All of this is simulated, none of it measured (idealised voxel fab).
process module | voxel capacitor over wiring
cross-section cut | 275 nm wide | cells 5 nm
A cross-section is a grid of square cells, given in bands from the top down. A band is one or more rows of cells.
Each band's line starts with the height of the band's top and of its bottom, in nm. Then come its materials from left to right, each with its width in nm. One material with "throughout" fills the band from edge to edge. "air" is empty space.
Height 0 is the level under which the wafer as received is all one material. The lowest band goes on downwards, as in "0 down".
A width such as "30 to 40" changes by the same amount from each row of cells to the next, from the band's top row to its bottom row.
"no change" after a step means that no cell of the cross-section changed.
closed voids: empty space of 8 cells or more with no open way to the top, each as width x height at its distance from the left edge, in nm
after a step's settings: what the simulator itself notes on the step
overlay nm, on a step with a mask: how far to the right of its planned place the mask lay; to the left if negative
plan
1 op RECEIVE | material Si
2 op CONFORMAL_DEP | material SiO2 | thk nm 10
3 op CONFORMAL_DEP | material SiCN | thk nm 5
4 op DIRECTIONAL_DEP | material lowk | thk nm 20
5 op DIRECTIONAL_DEP | material aC | thk nm 15
6 op PATTERN | tone open | mask id METAL_1 | material resist | width nm 20 | pitch nm 75 | thk nm 30 | overlay nm 0
7 op DIRECTIONAL_ETCH | etch materials aC | depth nm 15
8 op STRIP | etch materials resist
9 op DIRECTIONAL_ETCH | etch materials lowk | depth nm 20
10 op DIRECTIONAL_ETCH | etch materials SiCN | depth nm 5
11 op STRIP | etch materials aC
12 op CONFORMAL_DEP | material TiN | thk nm 5
13 op FILL_DEP | material Cu | thk nm 10
14 op CMP | height nm 35
15 op CONFORMAL_DEP | material SiCN | thk nm 5
16 op DIRECTIONAL_DEP | material SiO2 | thk nm 10
17 op DIRECTIONAL_DEP | material aC | thk nm 10
18 op PATTERN | tone open | mask id PLUG_1 | material resist | width nm 15 | thk nm 25 | overlay nm 0
19 op DIRECTIONAL_ETCH | etch materials aC | depth nm 10
20 op STRIP | etch materials resist
21 op DIRECTIONAL_ETCH | etch materials SiO2 | depth nm 10
22 op DIRECTIONAL_ETCH | etch materials SiCN | depth nm 5
23 op STRIP | etch materials aC
24 op EPI | material Ru | thk nm 10
25 op EPI | material Ru | thk nm 5
26 op DIRECTIONAL_DEP | material TiN | thk nm 10
27 op DIRECTIONAL_DEP | material SiN | thk nm 5
28 op DIRECTIONAL_DEP | material TiN | thk nm 5
29 op PATTERN | tone cover | mask id UPPER_PLATE | material resist | width nm 60 | thk nm 20 | overlay nm 0
30 op DIRECTIONAL_ETCH | etch materials TiN | depth nm 5
31 op DIRECTIONAL_ETCH | etch materials SiN | depth nm 5
32 op STRIP | etch materials resist
33 op MASKED_ETCH | tone cover | mask id LOWER_PLATE | width nm 70 | etch materials TiN | depth nm 10 | overlay nm 0
34 op FILL_DEP | material SiO2 | thk nm 15
35 op CMP | height nm 80
36 op MASKED_ETCH | tone open | mask id PLUG_2 | width nm 15 | etch materials SiO2 | depth nm 10 | overlay nm 0
37 op CONFORMAL_DEP | material TiN | thk nm 5
38 op FILL_DEP | material W | thk nm 10
39 op CMP | height nm 80
40 op CONFORMAL_DEP | material SiCN | thk nm 5
as received, after step 1
  0 down: Si throughout
  closed voids: none
first wafer at the end, as planned
  85 to 80: SiCN throughout
  80 to 75: SiO2 105 | TiN 5 | W 5 | TiN 5 | SiO2 155
  75 to 65: SiO2 105 to 95 | TiN 15 to 60 | SiO2 155 to 120
  65 to 60: SiO2 95 | SiN 60 | SiO2 120
  60 to 50: SiO2 90 | TiN 70 | SiO2 115
  50 to 40: SiO2 95 | Ru 15 | SiO2 165
  40 to 35: SiCN 95 | Ru 15 | SiCN 165
  35 to 15: lowk 90 | TiN 5 | Cu 10 | TiN 5 | lowk 55 | TiN 5 | Cu 10 | TiN 5 | lowk 90
  15 to 10: SiCN 90 | TiN 20 | SiCN 55 | TiN 20 | SiCN 90
  10 to 0: SiO2 throughout
  0 down: Si throughout
  closed voids: none
second wafer at the end: like start, like plan, one mistake
  85 to 80: SiCN throughout
  80 to 75: SiO2 95 | TiN 5 | W 5 | TiN 5 | SiO2 165
  75 to 65: SiO2 95 | TiN 15 to 60 | SiO2 165 to 120
  65 to 60: SiO2 95 | SiN 60 | SiO2 120
  60 to 50: SiO2 90 | TiN 70 | SiO2 115
  50 to 40: SiO2 95 | Ru 15 | SiO2 165
  40 to 35: SiCN 95 | Ru 15 | SiCN 165
  35 to 15: lowk 90 | TiN 5 | Cu 10 | TiN 5 | lowk 55 | TiN 5 | Cu 10 | TiN 5 | lowk 90
  15 to 10: SiCN 90 | TiN 20 | SiCN 55 | TiN 20 | SiCN 90
  10 to 0: SiO2 throughout
  0 down: Si throughout
  closed voids: none
what went wrong: step 36 ran as: op MASKED_ETCH | tone open | mask id PLUG_2 | width nm 15 | etch materials SiO2 | depth nm 10 | overlay nm -10
at the end the second wafer has, in cells: as many of each material as the first, in other places
